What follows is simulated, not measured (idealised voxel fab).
Presented below is a process module, voxel released beams.
Square cell edge 5 nm, section width 250 nm, ID cut.
Heads up, the way a cross-section reads in here is a grid of square cells, handed over as bands from the top down, with every band being one or more rows of cells.
Top, bottom (nm), then materials left to right with widths (nm); lone material tagged "everywhere" fills the whole band edge to edge; "blank" = empty space.
Height reference: 0 = level under which incoming wafer is all one material. Lowest band: no bottom, runs on downward, e.g. "0..down".
Per-row width for "30..40": begins at first number (top row of band), ends at second number (bottom row), increment between rows held constant.
Step marked "no change"? Then no cell in the cross-section changed in it.
"Sealed voids" specifies each empty space that is not open to the top and that occupies no fewer than 8 cells, using the form width x height at distance, the distance measured from the left edge and all three quantities in nm.
Post-settings text on a step line: simulator's own remark regarding the step.
"overlay nm" on a masked step: distance the mask lay right of its planned place, negative for left.

# Set out below are the planned steps of the process
1 RECEIVE with material Si
2 CONFORMAL_DEP with material Al2O3, thk nm 10
3 DIRECTIONAL_DEP with material SiO2, thk nm 15
4 MASKED_ETCH with tone open, mask id ANCHOR, width nm 25, etch materials SiO2, depth nm 15, overlay nm 0
5 CONFORMAL_DEP with material W, thk nm 10
6 DIRECTIONAL_DEP with material aC, thk nm 15
7 PATTERN with tone cover, mask id BEAM, material resist, width nm 110, thk nm 30, overlay nm 0
8 DIRECTIONAL_ETCH with etch materials aC, depth nm 15
9 STRIP with etch materials resist
10 DIRECTIONAL_ETCH with etch materials W, depth nm 10
11 STRIP with etch materials aC
12 STRIP with etch materials SiO2

# Run as planned: first of two wafers

# as received, after step 1
    0..down | Si everywhere
    Sealed voids: none

# Cross-sectional representation of the wafer at the conclusion of step 2
    10..0 | Al2O3 everywhere
    At heights below 0, the structure remains unaltered.

# Cross-sectional representation of the wafer at the conclusion of step 3
    25..10 | SiO2 everywhere
    At heights below 10, the structure remains unaltered.

# Cross-sectional representation of the wafer at the conclusion of step 4
    25..10 | SiO2: 70  blank: 25  SiO2: 155
    At heights below 10, the structure remains unaltered.

# Cross-sectional representation of the wafer at the conclusion of step 5
    35..25 | W: 80  blank: 5  W: 165
    25..20 | SiO2: 70  W: 10  blank: 5  W: 10  SiO2: 155
    20..10 | SiO2: 70  W: 25  SiO2: 155
    At heights below 10, the structure remains unaltered.

# Cross-sectional representation of the wafer at the conclusion of step 6
    50..35 | aC: 80  blank: 5  aC: 165
    35..25 | W: 80  aC: 5  W: 165
    25..20 | SiO2: 70  W: 10  aC: 5  W: 10  SiO2: 155
    At heights below 20, the structure remains unaltered.

# Cross-sectional representation of the wafer at the conclusion of step 7
    80..50 | blank: 65  resist: 110  blank: 75
    50..35 | aC: 80  resist: 5  aC: 165
    At heights below 35, the structure remains unaltered.

# Cross-sectional representation of the wafer at the conclusion of step 8
    65..50 | blank: 65  resist: 110  blank: 75
    50..35 | blank: 65  aC: 15  resist: 5  aC: 90  blank: 75
    At heights below 35, the structure remains unaltered.

# Cross-sectional representation of the wafer at the conclusion of step 9
    50..35 | blank: 65  aC: 15  blank: 5  aC: 90  blank: 75
    At heights below 35, the structure remains unaltered.

# Cross-sectional representation of the wafer at the conclusion of step 10
    50..35 | blank: 65  aC: 15  blank: 5  aC: 90  blank: 75
    35..25 | blank: 65  W: 15  aC: 5  W: 90  blank: 75
    At heights below 25, the structure remains unaltered.

# Cross-sectional representation of the wafer at the conclusion of step 11
    35..25 | blank: 65  W: 15  blank: 5  W: 90  blank: 75
    25..20 | SiO2: 70  W: 10  blank: 5  W: 10  SiO2: 155
    At heights below 20, the structure remains unaltered.

# Cross-sectional representation of the wafer at the conclusion of step 12
    35..25 | blank: 65  W: 15  blank: 5  W: 90  blank: 75
    25..20 | blank: 70  W: 10  blank: 5  W: 10  blank: 155
    20..10 | blank: 70  W: 25  blank: 155
    At heights below 10, the structure remains unaltered.

# Regarding the second of the two wafers: it shared the first wafer's starting condition and process plan, yet one error occurred during its execution. Its history coincides with that of the first wafer up to and including step 1

# Look at the second wafer in cross-section at the time step 2 ought to have finished
    5..0 | Al2O3 everywhere
    At heights below 0, the structure remains unaltered.

# Look at the second wafer in cross-section at the time step 3 ought to have finished
    20..5 | SiO2 everywhere
    At heights below 5, the structure remains unaltered.

# Look at the second wafer in cross-section at the time step 4 ought to have finished
    20..5 | SiO2: 70  blank: 25  SiO2: 155
    At heights below 5, the structure remains unaltered.

# Look at the second wafer in cross-section at the time step 5 ought to have finished
    30..20 | W: 80  blank: 5  W: 165
    20..15 | SiO2: 70  W: 10  blank: 5  W: 10  SiO2: 155
    15..5 | SiO2: 70  W: 25  SiO2: 155
    At heights below 5, the structure remains unaltered.

# Look at the second wafer in cross-section at the time step 6 ought to have finished
    45..30 | aC: 80  blank: 5  aC: 165
    30..20 | W: 80  aC: 5  W: 165
    20..15 | SiO2: 70  W: 10  aC: 5  W: 10  SiO2: 155
    At heights below 15, the structure remains unaltered.

# Look at the second wafer in cross-section at the time step 7 ought to have finished
    75..45 | blank: 65  resist: 110  blank: 75
    45..30 | aC: 80  resist: 5  aC: 165
    At heights below 30, the structure remains unaltered.

# Look at the second wafer in cross-section at the time step 8 ought to have finished
    60..45 | blank: 65  resist: 110  blank: 75
    45..30 | blank: 65  aC: 15  resist: 5  aC: 90  blank: 75
    At heights below 30, the structure remains unaltered.

# Look at the second wafer in cross-section at the time step 9 ought to have finished
    45..30 | blank: 65  aC: 15  blank: 5  aC: 90  blank: 75
    At heights below 30, the structure remains unaltered.

# Look at the second wafer in cross-section at the time step 10 ought to have finished
    45..30 | blank: 65  aC: 15  blank: 5  aC: 90  blank: 75
    30..20 | blank: 65  W: 15  aC: 5  W: 90  blank: 75
    At heights below 20, the structure remains unaltered.

# Look at the second wafer in cross-section at the time step 11 ought to have finished
    30..20 | blank: 65  W: 15  blank: 5  W: 90  blank: 75
    20..15 | SiO2: 70  W: 10  blank: 5  W: 10  SiO2: 155
    At heights below 15, the structure remains unaltered.

# Look at the second wafer in cross-section at the time step 12 ought to have finished
    30..20 | blank: 65  W: 15  blank: 5  W: 90  blank: 75
    20..15 | blank: 70  W: 10  blank: 5  W: 10  blank: 155
    15..5 | blank: 70  W: 25  blank: 155
    At heights below 5, the structure remains unaltered.
Error vs. plan: heads up, step 2 didn't go per plan, it actually ran as CONFORMAL_DEP with material Al2O3, thk nm 5
Final tally in cells, some materials are higher or lower on the second wafer than on the first: 50 fewer of Al2O3
